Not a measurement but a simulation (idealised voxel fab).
The process module that follows is named voxel trench capacitor.
Section cut is 300 nm wide and gridded with 5 nm square cells.
Cross-section, as written here: a square-cell grid given band by band from the top down, where a band holds one or more rows of cells.
The band entry comprises the height of the band's top followed by the height of its bottom, expressed in nm, and subsequently the band's materials from left to right, each stated together with its width in nm. Where a single material is marked with the word "all across", that material fills the band from edge to edge. The word "empty" represents empty space.
A quick word on heights: they are counted from 0, and under that level the wafer as it came to us is one material throughout. The lowest band is different from the rest in having no bottom; it simply continues downward, written as in "0 nm and below".
A width such as "30 to 40" changes by the same amount from each row of cells to the next, from the band's top row to its bottom row.
Key: "nothing was modified" - step with no changed cell in the cross-section.
Trapped voids: empty space of 8 cells or more with no open way to the top, each as width x height at its distance from the left edge, in nm
It should be noted that, on the line of a given step, the content following the step's settings is a remark produced by the simulator itself with respect to that step.
overlay nm: on a step with a mask, how far right of its planned place the mask lay; negative means left.
# These are the steps we planned for the process
1: RECEIVE (material Si)
2: CONFORMAL_DEP (material SiN; thk nm 10)
3: MASKED_ETCH (tone open; mask id TRENCH; width nm 30; pitch nm 55; etch materials SiN; depth nm 10; overlay nm 0)
4: MASKED_ETCH (tone open; mask id TRENCH; width nm 30; pitch nm 55; etch materials Si; depth nm 30; overlay nm 0)
5: CONFORMAL_DEP (material HfO2; thk nm 5)
6: CONFORMAL_DEP (material TiN; thk nm 5)
7: FILL_DEP (material W; thk nm 10)
8: CMP (height nm 10)
# Cross-section of the wafer as it came to us, i.e., already through step 1
	0 nm and below: Si all across
	Trapped voids: none
# Below is the wafer in cross-section after the module was completed. It began from the starting point shown above and followed the plan shown above, except that one mistake was made while running it
	10 nm to 0 nm: 50 of SiN  5 of TiN  20 of W  5 of TiN  25 of SiN  5 of TiN  20 of W  5 of TiN  25 of SiN  5 of TiN  20 of W  5 of TiN  25 of SiN  5 of TiN  20 of W  5 of TiN  55 of SiN
	0 nm to -25 nm: 50 of Si  5 of TiN  20 of W  5 of TiN  25 of Si  5 of TiN  20 of W  5 of TiN  25 of Si  5 of TiN  20 of W  5 of TiN  25 of Si  5 of TiN  20 of W  5 of TiN  55 of Si
	-25 nm to -30 nm: 50 of Si  30 of TiN  25 of Si  30 of TiN  25 of Si  30 of TiN  25 of Si  30 of TiN  55 of Si
	-30 nm and below: Si all across
	Trapped voids: none
So what did we get wrong on this run? the run left out plan step 5 entirely, so it was never executed
